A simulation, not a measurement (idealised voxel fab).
voxel self aligned vias: a process module
Cross-section cut spans 155 nm and uses square cells 5 nm in size.
The cross-sections in this document take the form of a grid made of square cells. They are written out as bands, in order from top to bottom. Each band consists of one or more rows of cells. Look at the band entry: it leads with the top's height and the bottom's height in nm. Then it lists the materials left to right, with a width in nm for each. The word "full width" on a single material says that material fills the band edge to edge. The word "empty" is empty space. Height 0 is the level under which the wafer as received is all one material. The lowest band goes on downwards, as in "0 and below". The notation "30->40" denotes a width that varies across the rows of cells in the band, beginning at the first number in the top row, finishing at the second number in the bottom row, and changing by an identical amount from each row to the next. "no alterations made" for a step: no cell of the cross-section changed in that step. Listed in "Enclosed voids": every empty space of 8 or more cells without an open way to the top. Form: width x height at distance, the distance being from the left edge, all in nm. after a step's settings: what the simulator itself notes on the step. What "overlay nm" on a step's line means: if the step has a mask, that mask lay this far to the right of its planned place, or, when the value is negative, to the left.
Set out below are the planned steps of the process:
| 1 | RECEIVE [material Si] |
| 2 | CONFORMAL_DEP [material SiO2] [thk nm 10] |
| 3 | CONFORMAL_DEP [material SiCN] [thk nm 5] |
| 4 | DIRECTIONAL_DEP [material lowk] [thk nm 25] |
| 5 | DIRECTIONAL_DEP [material aC] [thk nm 15] |
| 6 | PATTERN [tone open] [mask id LINES] [material resist] [width nm 20] [pitch nm 70] [thk nm 35] [overlay nm 0] |
| 7 | DIRECTIONAL_ETCH [etch materials aC] [depth nm 15] |
| 8 | STRIP [etch materials resist] |
| 9 | DIRECTIONAL_ETCH [etch materials lowk] [depth nm 25] |
| 10 | STRIP [etch materials aC] |
| 11 | CONFORMAL_DEP [material TiN] [thk nm 5] |
| 12 | FILL_DEP [material Ru] [thk nm 5] |
| 13 | CMP [height nm 40] |
| 14 | SELECTIVE_ETCH [etch materials W Ru TiN] [depth nm 5] |
| 15 | FILL_DEP [material SiN] [thk nm 10] |
| 16 | CMP [height nm 40] |
| 17 | DIRECTIONAL_DEP [material lowk] [thk nm 15] |
| 18 | MASKED_ETCH [tone open] [mask id VIAS] [width nm 40] [etch materials lowk] [depth nm 15] [overlay nm 0] |
| 19 | MASKED_ETCH [tone open] [mask id VIAS] [width nm 40] [etch materials SiN] [depth nm 5] [overlay nm 0] |
| 20 | CONFORMAL_DEP [material TiN] [thk nm 5] |
| 21 | FILL_DEP [material Cu] [thk nm 10] |
| 22 | CMP [height nm 55] |
| 23 | CONFORMAL_DEP [material SiN] [thk nm 5] |
as received, after step 1:
* 0 and below = Si full width
* Enclosed voids: none
What the wafer looks like in cross-section after this module, when it starts as shown above and follows the plan above but one mistake is made in running it:
* 60 down to 55 = SiN full width
* 55 down to 40 = lowk 20 | TiN 5 | Cu 30 | TiN 5 | lowk 95
* 40 down to 35 = SiN 20 | TiN 40 | SiN 95
* 35 down to 15 = lowk 30 | TiN 5 | Ru 10 | TiN 5 | lowk 50 | TiN 5 | Ru 10 | TiN 5 | lowk 35
* 15 down to 10 = lowk 30 | TiN 20 | lowk 50 | TiN 20 | lowk 35
* 10 down to 0 = SiO2 full width
* 0 and below = Si full width
* Enclosed voids: none
It is concluded that the wafer was processed incorrectly with respect to the plan, in that step 3 of the plan was excluded from execution and never run
